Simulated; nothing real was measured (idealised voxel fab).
process module | voxel capacitor over wiring
cross-section cut | 190 nm wide | cells 5 nm
A cross-section is a grid of square cells, given in bands from the top down. A band is one or more rows of cells.
Each band's line starts with the height of the band's top and of its bottom, in nm. Then come its materials from left to right, each with its width in nm. One material with "throughout" fills the band from edge to edge. "air" is empty space.
Height 0 is the level under which the wafer as received is all one material. The lowest band goes on downwards, as in "0 down".
A width such as "30 to 40" changes by the same amount from each row of cells to the next, from the band's top row to its bottom row.
"no change" after a step means that no cell of the cross-section changed.
closed voids: empty space of 8 cells or more with no open way to the top, each as width x height at its distance from the left edge, in nm
after a step's settings: what the simulator itself notes on the step
overlay nm, on a step with a mask: how far to the right of its planned place the mask lay; to the left if negative
plan
1 op RECEIVE | material Si
2 op CONFORMAL_DEP | material SiO2 | thk nm 10
3 op CONFORMAL_DEP | material SiN | thk nm 5
4 op DIRECTIONAL_DEP | material SiO2 | thk nm 15
5 op MASKED_ETCH | tone open | mask id METAL_1 | width nm 30 | pitch nm 80 | etch materials SiO2 | depth nm 15 | overlay nm 0
6 op MASKED_ETCH | tone open | mask id METAL_1 | width nm 30 | pitch nm 80 | etch materials SiN | depth nm 5 | overlay nm 0
7 op CONFORMAL_DEP | material TiN | thk nm 5
8 op FILL_DEP | material Ru | thk nm 10
9 op CMP | height nm 30
10 op EPI | material Ru | thk nm 5
11 op FILL_DEP | material SiCN | thk nm 5
12 op DIRECTIONAL_DEP | material SiO2 | thk nm 10
13 op PATTERN | tone open | mask id PLUG_1 | material resist | width nm 15 | thk nm 15 | overlay nm 0
14 op DIRECTIONAL_ETCH | etch materials SiO2 | depth nm 10
15 op DIRECTIONAL_ETCH | etch materials SiCN | depth nm 5
16 op STRIP | etch materials resist
17 op CONFORMAL_DEP | material TiN | thk nm 5
18 op FILL_DEP | material Cu | thk nm 10
19 op CMP | height nm 50
20 op DIRECTIONAL_DEP | material TiN | thk nm 5
21 op DIRECTIONAL_DEP | material HfO2 | thk nm 5
22 op DIRECTIONAL_DEP | material TiN | thk nm 5
23 op DIRECTIONAL_DEP | material aC | thk nm 10
24 op PATTERN | tone cover | mask id UPPER_PLATE | material resist | width nm 55 | thk nm 25 | overlay nm 0
25 op DIRECTIONAL_ETCH | etch materials aC | depth nm 10
26 op STRIP | etch materials resist
27 op DIRECTIONAL_ETCH | etch materials TiN | depth nm 5
28 op DIRECTIONAL_ETCH | etch materials HfO2 | depth nm 5
29 op STRIP | etch materials aC
30 op PATTERN | tone cover | mask id LOWER_PLATE | material resist | width nm 65 | thk nm 15 | overlay nm 0
31 op DIRECTIONAL_ETCH | etch materials TiN | depth nm 5
32 op STRIP | etch materials resist
33 op FILL_DEP | material SiO2 | thk nm 20
34 op CMP | height nm 80
35 op MASKED_ETCH | tone open | mask id PLUG_2 | width nm 15 | etch materials SiO2 | depth nm 15 | overlay nm 0
36 op CONFORMAL_DEP | material TiN | thk nm 5
37 op FILL_DEP | material W | thk nm 5
38 op CMP | height nm 80
39 op CONFORMAL_DEP | material SiN | thk nm 5
as received, after step 1
  0 down: Si throughout
  closed voids: none
first wafer at the end, as planned
  85 to 80: SiN throughout
  80 to 70: SiO2 65 | TiN 5 | W 5 | TiN 5 | SiO2 110
  70 to 60: SiO2 65 to 55 | TiN 15 to 55 | SiO2 110 to 80
  60 to 55: SiO2 55 | HfO2 55 | SiO2 80
  55 to 50: SiO2 50 | TiN 65 | SiO2 75
  50 to 40: SiO2 55 | TiN 5 | Cu 5 | TiN 5 | SiO2 120
  40 to 35: SiCN 55 | TiN 15 | SiCN 120
  35 to 30: SiCN 35 | Ru 40 | SiCN 40 | Ru 40 | SiCN 35
  30 to 15: SiO2 40 | TiN 5 | Ru 20 | TiN 5 | SiO2 50 | TiN 5 | Ru 20 | TiN 5 | SiO2 40
  15 to 10: SiN 40 | TiN 30 | SiN 50 | TiN 30 | SiN 40
  10 to 0: SiO2 throughout
  0 down: Si throughout
  closed voids: none
second wafer at the end: like start, like plan, one mistake
  85 to 80: SiN throughout
  80 to 70: SiO2 65 | TiN 5 | W 5 | TiN 5 | SiO2 110
  70 to 60: SiO2 65 to 55 | TiN 15 to 55 | SiO2 110 to 80
  60 to 55: SiO2 55 | HfO2 55 | SiO2 80
  55 to 50: SiO2 50 | TiN 65 | SiO2 75
  50 to 40: SiO2 55 | TiN 5 | Cu 5 | TiN 5 | SiO2 120
  40 to 35: SiCN 55 | TiN 15 | SiCN 120
  35 to 30: SiCN 30 | Ru 50 | SiCN 30 | Ru 50 | SiCN 30
  30 to 20: SiO2 35 | TiN 5 | Ru 30 | TiN 5 | SiO2 40 | TiN 5 | Ru 30 | TiN 5 | SiO2 35
  20 to 15: SiO2 35 | TiN 10 | Ru 20 | TiN 10 | SiO2 40 | TiN 10 | Ru 20 | TiN 10 | SiO2 35
  15 to 10: SiN 40 | TiN 30 | SiN 50 | TiN 30 | SiN 40
  10 to 0: SiO2 throughout
  0 down: Si throughout
  closed voids: none
what went wrong: step 5 ran as: op MASKED_ETCH | tone open | mask id METAL_1 | width nm 40 | pitch nm 80 | etch materials SiO2 | depth nm 15 | overlay nm 0
at the end the second wafer has, in cells: 12 more of Ru | 4 fewer of SiCN | 12 fewer of SiO2 | 4 more of TiN
